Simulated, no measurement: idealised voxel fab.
process module | voxel self aligned vias
cross-section cut | 225 nm wide | cells 5 nm
A cross-section is a grid of square cells, given in bands from the top down. A band is one or more rows of cells.
Each band's line starts with the height of the band's top and of its bottom, in nm. Then come its materials from left to right, each with its width in nm. One material with "throughout" fills the band from edge to edge. "air" is empty space.
Height 0 is the level under which the wafer as received is all one material. The lowest band goes on downwards, as in "0 down".
A width such as "30 to 40" changes by the same amount from each row of cells to the next, from the band's top row to its bottom row.
"no change" after a step means that no cell of the cross-section changed.
closed voids: empty space of 8 cells or more with no open way to the top, each as width x height at its distance from the left edge, in nm
after a step's settings: what the simulator itself notes on the step
overlay nm, on a step with a mask: how far to the right of its planned place the mask lay; to the left if negative
plan
1 op RECEIVE | material Si
2 op CONFORMAL_DEP | material SiO2 | thk nm 15
3 op CONFORMAL_DEP | material SiCN | thk nm 5
4 op DIRECTIONAL_DEP | material SiO2 | thk nm 20
5 op DIRECTIONAL_DEP | material aC | thk nm 10
6 op PATTERN | tone open | mask id LINES | material resist | width nm 20 | pitch nm 45 | thk nm 30 | overlay nm 0
7 op DIRECTIONAL_ETCH | etch materials aC | depth nm 10
8 op STRIP | etch materials resist
9 op DIRECTIONAL_ETCH | etch materials SiO2 | depth nm 20
10 op STRIP | etch materials aC
11 op CONFORMAL_DEP | material TiN | thk nm 5
12 op FILL_DEP | material Ru | thk nm 5
13 op CMP | height nm 40
14 op SELECTIVE_ETCH | etch materials W Ru TiN | depth nm 10
15 op FILL_DEP | material SiN | thk nm 10
16 op CMP | height nm 40
17 op DIRECTIONAL_DEP | material SiO2 | thk nm 20
18 op MASKED_ETCH | tone open | mask id VIAS | width nm 30 | pitch nm 90 | etch materials SiO2 | depth nm 20 | overlay nm 0
19 op MASKED_ETCH | tone open | mask id VIAS | width nm 30 | pitch nm 90 | etch materials SiN | depth nm 10 | overlay nm 0
20 op CONFORMAL_DEP | material TiN | thk nm 5
21 op FILL_DEP | material W | thk nm 10
22 op CMP | height nm 60
23 op CONFORMAL_DEP | material SiCN | thk nm 5
first wafer, as planned
as received, after step 1
  0 down: Si throughout
  closed voids: none
after step 2
  15 to 0: SiO2 throughout
  below 0: unchanged
after step 3
  20 to 15: SiCN throughout
  below 15: unchanged
after step 4
  40 to 20: SiO2 throughout
  below 20: unchanged
after step 5
  50 to 40: aC throughout
  below 40: unchanged
after step 6
  80 to 50: resist 55 | air 20 | resist 25 | air 20 | resist 25 | air 20 | resist 60
  below 50: unchanged
after step 7
  70 to 50: resist 55 | air 20 | resist 25 | air 20 | resist 25 | air 20 | resist 60
  50 to 40: aC 55 | air 20 | aC 25 | air 20 | aC 25 | air 20 | aC 60
  below 40: unchanged
after step 8
  50 to 40: aC 55 | air 20 | aC 25 | air 20 | aC 25 | air 20 | aC 60
  below 40: unchanged
after step 9
  50 to 40: aC 55 | air 20 | aC 25 | air 20 | aC 25 | air 20 | aC 60
  40 to 20: SiO2 55 | air 20 | SiO2 25 | air 20 | SiO2 25 | air 20 | SiO2 60
  below 20: unchanged
after step 10
  40 to 20: SiO2 55 | air 20 | SiO2 25 | air 20 | SiO2 25 | air 20 | SiO2 60
  below 20: unchanged
after step 11
  45 to 40: TiN 60 | air 10 | TiN 35 | air 10 | TiN 35 | air 10 | TiN 65
  40 to 25: SiO2 55 | TiN 5 | air 10 | TiN 5 | SiO2 25 | TiN 5 | air 10 | TiN 5 | SiO2 25 | TiN 5 | air 10 | TiN 5 | SiO2 60
  25 to 20: SiO2 55 | TiN 20 | SiO2 25 | TiN 20 | SiO2 25 | TiN 20 | SiO2 60
  below 20: unchanged
after step 12
  50 to 45: Ru throughout
  45 to 40: TiN 60 | Ru 10 | TiN 35 | Ru 10 | TiN 35 | Ru 10 | TiN 65
  40 to 25: SiO2 55 | TiN 5 | Ru 10 | TiN 5 | SiO2 25 | TiN 5 | Ru 10 | TiN 5 | SiO2 25 | TiN 5 | Ru 10 | TiN 5 | SiO2 60
  below 25: unchanged
after step 13
  40 to 25: SiO2 55 | TiN 5 | Ru 10 | TiN 5 | SiO2 25 | TiN 5 | Ru 10 | TiN 5 | SiO2 25 | TiN 5 | Ru 10 | TiN 5 | SiO2 60
  below 25: unchanged
after step 14
  40 to 30: SiO2 55 | air 20 | SiO2 25 | air 20 | SiO2 25 | air 20 | SiO2 60
  below 30: unchanged
after step 15
  50 to 40: SiN throughout
  40 to 30: SiO2 55 | SiN 20 | SiO2 25 | SiN 20 | SiO2 25 | SiN 20 | SiO2 60
  below 30: unchanged
after step 16
  40 to 30: SiO2 55 | SiN 20 | SiO2 25 | SiN 20 | SiO2 25 | SiN 20 | SiO2 60
  below 30: unchanged
after step 17
  60 to 40: SiO2 throughout
  below 40: unchanged
after step 18
  60 to 40: SiO2 50 | air 30 | SiO2 60 | air 30 | SiO2 55
  below 40: unchanged
after step 19
  60 to 40: SiO2 50 | air 30 | SiO2 60 | air 30 | SiO2 55
  40 to 30: SiO2 55 | air 20 | SiO2 25 | SiN 20 | SiO2 25 | air 20 | SiO2 60
  below 30: unchanged
after step 20
  65 to 60: TiN 55 | air 20 | TiN 70 | air 20 | TiN 60
  60 to 45: SiO2 50 | TiN 5 | air 20 | TiN 5 | SiO2 60 | TiN 5 | air 20 | TiN 5 | SiO2 55
  45 to 40: SiO2 50 | TiN 10 | air 10 | TiN 10 | SiO2 60 | TiN 10 | air 10 | TiN 10 | SiO2 55
  40 to 35: SiO2 55 | TiN 5 | air 10 | TiN 5 | SiO2 25 | SiN 20 | SiO2 25 | TiN 5 | air 10 | TiN 5 | SiO2 60
  35 to 30: SiO2 55 | TiN 20 | SiO2 25 | SiN 20 | SiO2 25 | TiN 20 | SiO2 60
  below 30: unchanged
after step 21
  75 to 65: W throughout
  65 to 60: TiN 55 | W 20 | TiN 70 | W 20 | TiN 60
  60 to 45: SiO2 50 | TiN 5 | W 20 | TiN 5 | SiO2 60 | TiN 5 | W 20 | TiN 5 | SiO2 55
  45 to 40: SiO2 50 | TiN 10 | W 10 | TiN 10 | SiO2 60 | TiN 10 | W 10 | TiN 10 | SiO2 55
  40 to 35: SiO2 55 | TiN 5 | W 10 | TiN 5 | SiO2 25 | SiN 20 | SiO2 25 | TiN 5 | W 10 | TiN 5 | SiO2 60
  below 35: unchanged
after step 22
  60 to 45: SiO2 50 | TiN 5 | W 20 | TiN 5 | SiO2 60 | TiN 5 | W 20 | TiN 5 | SiO2 55
  below 45: unchanged
after step 23
  65 to 60: SiCN throughout
  below 60: unchanged
second wafer: like start, like plan, one mistake. Through step 2 it matches the first wafer
when step 3 should have ended: no change
when step 4 should have ended
  35 to 0: SiO2 throughout
  below 0: unchanged
when step 5 should have ended
  45 to 35: aC throughout
  below 35: unchanged
when step 6 should have ended
  75 to 45: resist 55 | air 20 | resist 25 | air 20 | resist 25 | air 20 | resist 60
  below 45: unchanged
when step 7 should have ended
  65 to 45: resist 55 | air 20 | resist 25 | air 20 | resist 25 | air 20 | resist 60
  45 to 35: aC 55 | air 20 | aC 25 | air 20 | aC 25 | air 20 | aC 60
  below 35: unchanged
when step 8 should have ended
  45 to 35: aC 55 | air 20 | aC 25 | air 20 | aC 25 | air 20 | aC 60
  below 35: unchanged
when step 9 should have ended
  45 to 35: aC 55 | air 20 | aC 25 | air 20 | aC 25 | air 20 | aC 60
  35 to 15: SiO2 55 | air 20 | SiO2 25 | air 20 | SiO2 25 | air 20 | SiO2 60
  below 15: unchanged
when step 10 should have ended
  35 to 15: SiO2 55 | air 20 | SiO2 25 | air 20 | SiO2 25 | air 20 | SiO2 60
  below 15: unchanged
when step 11 should have ended
  40 to 35: TiN 60 | air 10 | TiN 35 | air 10 | TiN 35 | air 10 | TiN 65
  35 to 20: SiO2 55 | TiN 5 | air 10 | TiN 5 | SiO2 25 | TiN 5 | air 10 | TiN 5 | SiO2 25 | TiN 5 | air 10 | TiN 5 | SiO2 60
  20 to 15: SiO2 55 | TiN 20 | SiO2 25 | TiN 20 | SiO2 25 | TiN 20 | SiO2 60
  below 15: unchanged
when step 12 should have ended
  45 to 40: Ru throughout
  40 to 35: TiN 60 | Ru 10 | TiN 35 | Ru 10 | TiN 35 | Ru 10 | TiN 65
  35 to 20: SiO2 55 | TiN 5 | Ru 10 | TiN 5 | SiO2 25 | TiN 5 | Ru 10 | TiN 5 | SiO2 25 | TiN 5 | Ru 10 | TiN 5 | SiO2 60
  below 20: unchanged
when step 13 should have ended
  40 to 35: TiN 60 | Ru 10 | TiN 35 | Ru 10 | TiN 35 | Ru 10 | TiN 65
  below 35: unchanged
when step 14 should have ended
  35 to 30: SiO2 55 | air 20 | SiO2 25 | air 20 | SiO2 25 | air 20 | SiO2 60
  below 30: unchanged
when step 15 should have ended
  45 to 35: SiN throughout
  35 to 30: SiO2 55 | SiN 20 | SiO2 25 | SiN 20 | SiO2 25 | SiN 20 | SiO2 60
  below 30: unchanged
when step 16 should have ended
  40 to 35: SiN throughout
  below 35: unchanged
when step 17 should have ended
  60 to 40: SiO2 throughout
  below 40: unchanged
when step 18 should have ended
  60 to 40: SiO2 50 | air 30 | SiO2 60 | air 30 | SiO2 55
  below 40: unchanged
when step 19 should have ended
  60 to 40: SiO2 50 | air 30 | SiO2 60 | air 30 | SiO2 55
  40 to 35: SiN 50 | air 30 | SiN 60 | air 30 | SiN 55
  35 to 30: SiO2 55 | air 20 | SiO2 25 | SiN 20 | SiO2 25 | air 20 | SiO2 60
  below 30: unchanged
when step 20 should have ended
  65 to 60: TiN 55 | air 20 | TiN 70 | air 20 | TiN 60
  60 to 40: SiO2 50 | TiN 5 | air 20 | TiN 5 | SiO2 60 | TiN 5 | air 20 | TiN 5 | SiO2 55
  40 to 35: SiN 50 | TiN 10 | air 10 | TiN 10 | SiN 60 | TiN 10 | air 10 | TiN 10 | SiN 55
  35 to 30: SiO2 55 | TiN 20 | SiO2 25 | SiN 20 | SiO2 25 | TiN 20 | SiO2 60
  below 30: unchanged
when step 21 should have ended
  75 to 65: W throughout
  65 to 60: TiN 55 | W 20 | TiN 70 | W 20 | TiN 60
  60 to 40: SiO2 50 | TiN 5 | W 20 | TiN 5 | SiO2 60 | TiN 5 | W 20 | TiN 5 | SiO2 55
  40 to 35: SiN 50 | TiN 10 | W 10 | TiN 10 | SiN 60 | TiN 10 | W 10 | TiN 10 | SiN 55
  below 35: unchanged
when step 22 should have ended
  60 to 40: SiO2 50 | TiN 5 | W 20 | TiN 5 | SiO2 60 | TiN 5 | W 20 | TiN 5 | SiO2 55
  below 40: unchanged
when step 23 should have ended
  65 to 60: SiCN throughout
  below 60: unchanged
what went wrong: step 3 was left out
at the end the second wafer has, in cells: 6 more of Ru | 45 fewer of SiCN | 29 more of SiN | 6 more of TiN | 4 more of W
